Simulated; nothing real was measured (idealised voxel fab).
The name of this process module is voxel transistor to metal.
It is cross-section cut that appears here, measuring 205 nm in width, its square cells being 5 nm in size.
A cross-section is written here as square cells arranged in a grid, and it is given in bands from the top down, each band taking up one or more rows of cells.
Heads up on the band format: heights come first, top then bottom, in nm. After that it's the materials left to right, each with its width in nm. A single material flagged "all across" fills the whole band edge to edge, and "empty" means there's empty space there.
Where do heights start? At 0: under that level the wafer as delivered is made of one material only. And the lowest band has no floor; it just carries on downward, as in "top 0, no bottom".
Quick explanation for "30->40": the width changes in equal steps down the rows of cells, from the first number in the band's top row to the second number in its bottom row.
Given "nothing altered" for a step, no cell of the cross-section differs between before and after that step.
Heads up: "Closed cavities" only lists the empty pockets with no open path to the top that are 8 cells or more, and it writes them as width x height at distance, distance from the left edge, in nm.
Where a step's line continues beyond its settings, the continuation is a remark by the simulator itself on that step.
The "overlay nm" setting may appear on a step's line; for a step that uses a mask, it gives how far to the right of its planned position the mask lay, and a negative value indicates the left.
[The process steps that were planned are listed below]
- 1: RECEIVE: material Si
- 2: CONFORMAL_DEP: material SiO2, thk nm 5
- 3: CONFORMAL_DEP: material SiN, thk nm 10
- 4: DIRECTIONAL_DEP: material aC, thk nm 10
- 5: PATTERN: tone cover, mask id ACTIVE, material resist, width nm 120, thk nm 30, overlay nm 0
- 6: DIRECTIONAL_ETCH: etch materials aC, depth nm 10
- 7: STRIP: etch materials resist
- 8: DIRECTIONAL_ETCH: etch materials SiN, depth nm 10
- 9: DIRECTIONAL_ETCH: etch materials SiO2, depth nm 5
- 10: DIRECTIONAL_ETCH: etch materials Si, depth nm 30
- 11: STRIP: etch materials aC
- 12: FILL_DEP: material SiO2, thk nm 10
- 13: CMP: height nm 15
- 14: SELECTIVE_ETCH: etch materials SiO2, depth nm 5
- 15: STRIP: etch materials SiN
- 16: SELECTIVE_ETCH: etch materials SiO2, depth nm 5
- 17: OXIDIZE: depth nm 5
- 18: DIRECTIONAL_DEP: material polySi, thk nm 30
- 19: DIRECTIONAL_DEP: material SiCN, thk nm 15
- 20: MASKED_ETCH: tone cover, mask id GATE, width nm 20, etch materials SiCN, depth nm 25, overlay nm 0
- 21: MASKED_ETCH: tone cover, mask id GATE, width nm 20, etch materials polySi, depth nm 40, overlay nm 0
- 22: CONFORMAL_DEP: material SiN, thk nm 5
- 23: DIRECTIONAL_ETCH: etch materials SiN, depth nm 5
- 24: DIRECTIONAL_ETCH: etch materials SiO2, depth nm 5
- 25: DIRECTIONAL_ETCH: etch materials Si, depth nm 5
- 26: EPI: material SiGe, thk nm 10
- 27: FILL_DEP: material SiO2, thk nm 5
- 28: CMP: height nm 45
- 29: DIRECTIONAL_DEP: material SiO2, thk nm 10
- 30: PATTERN: tone open, mask id CONTACT, material resist, width nm 20, pitch nm 80, thk nm 20, overlay nm 0
- 31: DIRECTIONAL_ETCH: etch materials SiO2, depth nm 55
- 32: STRIP: etch materials resist
- 33: CONFORMAL_DEP: material TiN, thk nm 5
- 34: FILL_DEP: material W, thk nm 10
- 35: CMP: height nm 55
- 36: DIRECTIONAL_DEP: material TiN, thk nm 5
- 37: DIRECTIONAL_DEP: material W, thk nm 15
- 38: DIRECTIONAL_DEP: material aC, thk nm 10
- 39: PATTERN: tone cover, mask id METAL_1, material resist, width nm 20, pitch nm 80, thk nm 30, overlay nm 0
- 40: DIRECTIONAL_ETCH: etch materials aC, depth nm 10
- 41: STRIP: etch materials resist
- 42: DIRECTIONAL_ETCH: etch materials W, depth nm 15
- 43: DIRECTIONAL_ETCH: etch materials TiN, depth nm 5
- 44: STRIP: etch materials aC
- 45: CONFORMAL_DEP: material SiN, thk nm 5
- 46: FILL_DEP: material SiO2, thk nm 10
- 47: CMP: height nm 75
- 48: CONFORMAL_DEP: material SiCN, thk nm 5
- 49: DIRECTIONAL_DEP: material SiO2, thk nm 30
- 50: MASKED_ETCH: tone open, mask id METAL_2_HOLES, width nm 15, pitch nm 80, etch materials SiO2, depth nm 30, overlay nm 0
- 51: PATTERN: tone open, mask id METAL_2, material resist, width nm 20, pitch nm 80, thk nm 15, overlay nm 0
- 52: DIRECTIONAL_ETCH: etch materials SiO2, depth nm 20
- 53: DIRECTIONAL_ETCH: etch materials SiCN, depth nm 5
- 54: STRIP: etch materials resist
- 55: CONFORMAL_DEP: material TiN, thk nm 5
- 56: FILL_DEP: material Cu, thk nm 5
- 57: CMP: height nm 110
- 58: CONFORMAL_DEP: material SiCN, thk nm 5
[Delivered wafer in cross-section: state after step 1]
	top 0, no bottom = Si all across
	Closed cavities: none
[Cross-sectional result after module completion. Note: starting condition and plan are unchanged from above; one processing mistake was made]
	top 115, bottom 110 = SiCN all across
	top 110, bottom 95 = Cu: 60; TiN: 5; SiO2: 5; TiN: 5; Cu: 65; TiN: 5; SiO2: 5; TiN: 5; Cu: 50
	top 95, bottom 90 = TiN: 55; Cu: 5; TiN: 5; SiO2: 5; TiN: 65; Cu: 5; TiN: 5; SiO2: 5; TiN: 55
	top 90, bottom 85 = SiO2: 50; TiN: 5; Cu: 5; TiN: 5; SiO2: 65; TiN: 5; Cu: 5; TiN: 5; SiO2: 60
	top 85, bottom 80 = SiO2: 50; TiN: 15; SiO2: 65; TiN: 15; SiO2: 60
	top 80, bottom 75 = SiCN all across
	top 75, bottom 60 = SiO2: 45; SiN: 5; W: 20; SiN: 5; SiO2: 50; SiN: 5; W: 20; SiN: 5; SiO2: 50
	top 60, bottom 55 = SiN: 50; TiN: 20; SiN: 60; TiN: 20; SiN: 55
	top 55, bottom 45 = SiO2: 50; TiN: 5; W: 10; TiN: 5; SiO2: 60; TiN: 5; W: 10; TiN: 5; SiO2: 55
	top 45, bottom 30 = SiO2: 50; TiN: 5; W: 10; TiN: 5; SiO2: 15; SiN: 5; SiCN: 20; SiN: 5; SiO2: 15; TiN: 5; W: 10; TiN: 5; SiO2: 55
	top 30, bottom 5 = SiO2: 50; TiN: 5; W: 10; TiN: 5; SiO2: 15; SiN: 5; polySi: 20; SiN: 5; SiO2: 15; TiN: 5; W: 10; TiN: 5; SiO2: 55
	top 5, bottom 0 = SiO2: 35; SiN: 5; SiO2: 10; TiN: 20; SiO2: 5; SiGe: 10; SiN: 5; polySi: 20; SiN: 5; SiGe: 10; SiO2: 5; TiN: 20; SiO2: 10; SiN: 5; SiO2: 40
	top 0, bottom -5 = SiO2: 40; SiGe: 45; SiO2: 30; SiGe: 45; SiO2: 45
	top -5, bottom -10 = SiO2: 40; SiGe: 45; Si: 30; SiGe: 45; SiO2: 45
	top -10, bottom -30 = SiO2: 40; Si: 120; SiO2: 45
	top -30, no bottom = Si all across
	Closed cavities: none
Processing error: step 51 was run on a setting that differed from the plan, and what really ran there is PATTERN: tone cover, mask id METAL_2, material resist, width nm 20, pitch nm 80, thk nm 15, overlay nm 0
